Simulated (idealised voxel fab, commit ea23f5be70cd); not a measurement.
The following is a process module called voxel self aligned contacts.
It is cross-section cut that appears here, measuring 175 nm in width, its square cells being 5 nm in size.
Cross-section = grid of square cells, listed top down in bands; band = one or more rows. The band entry comprises the height of the band's top followed by the height of its bottom, expressed in nm, and subsequently the band's materials from left to right, each stated together with its width in nm. Where a single material is marked with the word "edge to edge", that material fills the band from edge to edge. The word "empty" represents empty space. Below 0: as-received wafer, all one material; heights counted from there. Lowest band: no bottom, goes on down, written "0..down". Think of "30 to 40" as a width that walks from the first number to the second as you go down the band, top row to bottom row, taking equal-sized steps from row to row. "identical to before" means the step left every cell of the cross-section as it was. In the "Fully enclosed voids" entry, you get each enclosed empty space of 8 cells or more, one with no open way to the top, written width x height at distance, distance from the left edge, in nm. What comes after the settings on a step's line is commentary from the simulator itself on that step. If you see "overlay nm" on a step's line and that step has a mask, it's telling you how far right of where it was planned the mask ended up; a negative number means it went left instead.

Here's what the planned process steps look like
| 1 | RECEIVE,material Si |
| 2 | CONFORMAL_DEP,material SiO2,thk nm 5 |
| 3 | DIRECTIONAL_DEP,material polySi,thk nm 25 |
| 4 | DIRECTIONAL_DEP,material SiN,thk nm 15 |
| 5 | DIRECTIONAL_DEP,material aC,thk nm 10 |
| 6 | PATTERN,tone cover,mask id GATE,material resist,width nm 25,pitch nm 60,thk nm 25,overlay nm 0 |
| 7 | DIRECTIONAL_ETCH,etch materials aC,depth nm 10 |
| 8 | STRIP,etch materials resist |
| 9 | DIRECTIONAL_ETCH,etch materials SiN,depth nm 15 |
| 10 | DIRECTIONAL_ETCH,etch materials polySi,depth nm 25 |
| 11 | STRIP,etch materials aC |
| 12 | CONFORMAL_DEP,material SiN,thk nm 5 |
| 13 | DIRECTIONAL_ETCH,etch materials SiN,depth nm 5 |
| 14 | FILL_DEP,material SiO2,thk nm 15 |
| 15 | CMP,height nm 50 |
| 16 | MASKED_ETCH,tone open,mask id CONTACT,width nm 45,etch materials SiO2,depth nm 50,overlay nm 0 |
| 17 | CONFORMAL_DEP,material TiN,thk nm 5 |
| 18 | FILL_DEP,material W,thk nm 5 |
| 19 | CMP,height nm 50 |
| 20 | CONFORMAL_DEP,material SiCN,thk nm 5 |

Wafer cross-section on receipt, i.e. after step 1
- 0..down = Si edge to edge
- Fully enclosed voids: none

The cross-section shown corresponds to the wafer at the conclusion of the module. The initial structure and the process plan are those presented above; however, one mistake occurred in executing the plan
- 55..50 = SiCN edge to edge
- 50..45 = SiO2 65, TiN 45, SiO2 65
- 45..30 = SiN 50, SiO2 15, SiN 45, SiO2 15, SiN 50
- 30..5 = polySi 45, SiN 5, SiO2 15, SiN 5, polySi 35, SiN 5, SiO2 15, SiN 5, polySi 45
- 5..0 = SiO2 edge to edge
- 0..down = Si edge to edge
- Fully enclosed voids: none
What broke from the plan during processing? off-plan run, step 6, actual operation and settings PATTERN,tone open,mask id GATE,material resist,width nm 25,pitch nm 60,thk nm 25,overlay nm 0
